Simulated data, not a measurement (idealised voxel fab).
Presented below is a process module, voxel self aligned vias.
Displayed cross-section: cut, width of 285 nm, square cells sized 5 nm.
Bands, listed from the top down, are how a cross-section gets written in this document; the cross-section itself is a grid of square cells, and a band is one or more rows of them. Band: top and bottom heights (nm) first, top before bottom; then materials from left to right, widths in nm. "all across" marks a sole material filling the band edge to edge. "blank" denotes empty space. The reference from which all heights are counted is 0, the level beneath which the as-received wafer is entirely one material; the lowest band, having no lower bound, proceeds downward and is written after the example "0..down". A width such as "30->40" changes by the same amount from each row of cells to the next, from the band's top row to its bottom row. Given "everything unchanged" for a step, no cell of the cross-section differs between before and after that step. If an empty space has no open way to the top and is at least 8 cells in size, "Closed void list" lists it, written width x height at distance, where distance is measured from the left edge and every value is in nm. Where a step's line continues beyond its settings, the continuation is a remark by the simulator itself on that step. If you see "overlay nm" on a step's line and that step has a mask, it's telling you how far right of where it was planned the mask ended up; a negative number means it went left instead.

# Below is the list of planned process steps
- 1: RECEIVE: material Si
- 2: CONFORMAL_DEP: material SiO2, thk nm 10
- 3: CONFORMAL_DEP: material SiCN, thk nm 5
- 4: DIRECTIONAL_DEP: material SiO2, thk nm 25
- 5: PATTERN: tone open, mask id LINES, material resist, width nm 20, pitch nm 55, thk nm 15, overlay nm 0
- 6: DIRECTIONAL_ETCH: etch materials SiO2, depth nm 25
- 7: STRIP: etch materials resist
- 8: CONFORMAL_DEP: material TiN, thk nm 5
- 9: FILL_DEP: material Ru, thk nm 5
- 10: CMP: height nm 40
- 11: SELECTIVE_ETCH: etch materials W Ru TiN, depth nm 10
- 12: FILL_DEP: material SiN, thk nm 5
- 13: CMP: height nm 40
- 14: DIRECTIONAL_DEP: material SiO2, thk nm 20
- 15: PATTERN: tone open, mask id VIAS, material resist, width nm 40, pitch nm 110, thk nm 20, overlay nm 0
- 16: DIRECTIONAL_ETCH: etch materials SiO2, depth nm 20
- 17: DIRECTIONAL_ETCH: etch materials SiN, depth nm 10
- 18: STRIP: etch materials resist
- 19: CONFORMAL_DEP: material TiN, thk nm 5
- 20: FILL_DEP: material Ru, thk nm 5
- 21: CMP: height nm 60
- 22: CONFORMAL_DEP: material SiCN, thk nm 5

# Wafer cross-section on receipt, i.e. after step 1
	0..down: Si all across
	Closed void list: none

# Final cross-section, module run with one mistake (start and plan as above)
	65..60: SiCN all across
	60..45: 65 of SiO2, then 5 of TiN, then 30 of Ru, then 5 of TiN, then 70 of SiO2, then 5 of TiN, then 30 of Ru, then 5 of TiN, then 70 of SiO2
	45..40: 65 of SiO2, then 40 of TiN, then 70 of SiO2, then 40 of TiN, then 70 of SiO2
	40..30: 65 of SiN, then 10 of TiN, then 20 of SiO2, then 10 of TiN, then 25 of SiN, then 20 of SiO2, then 25 of SiN, then 10 of TiN, then 20 of SiO2, then 10 of TiN, then 70 of SiN
	30..20: 70 of Ru, then 5 of TiN, then 20 of SiO2, then 5 of TiN, then 25 of Ru, then 5 of TiN, then 20 of SiO2, then 5 of TiN, then 25 of Ru, then 5 of TiN, then 20 of SiO2, then 5 of TiN, then 75 of Ru
	20..15: 75 of TiN, then 20 of SiO2, then 35 of TiN, then 20 of SiO2, then 35 of TiN, then 20 of SiO2, then 80 of TiN
	15..10: SiCN all across
	10..0: SiO2 all across
	0..down: Si all across
	Closed void list: none
Where did the run depart from the plan? step 5 deviated from plan and actually ran as PATTERN: tone cover, mask id LINES, material resist, width nm 20, pitch nm 55, thk nm 15, overlay nm 0
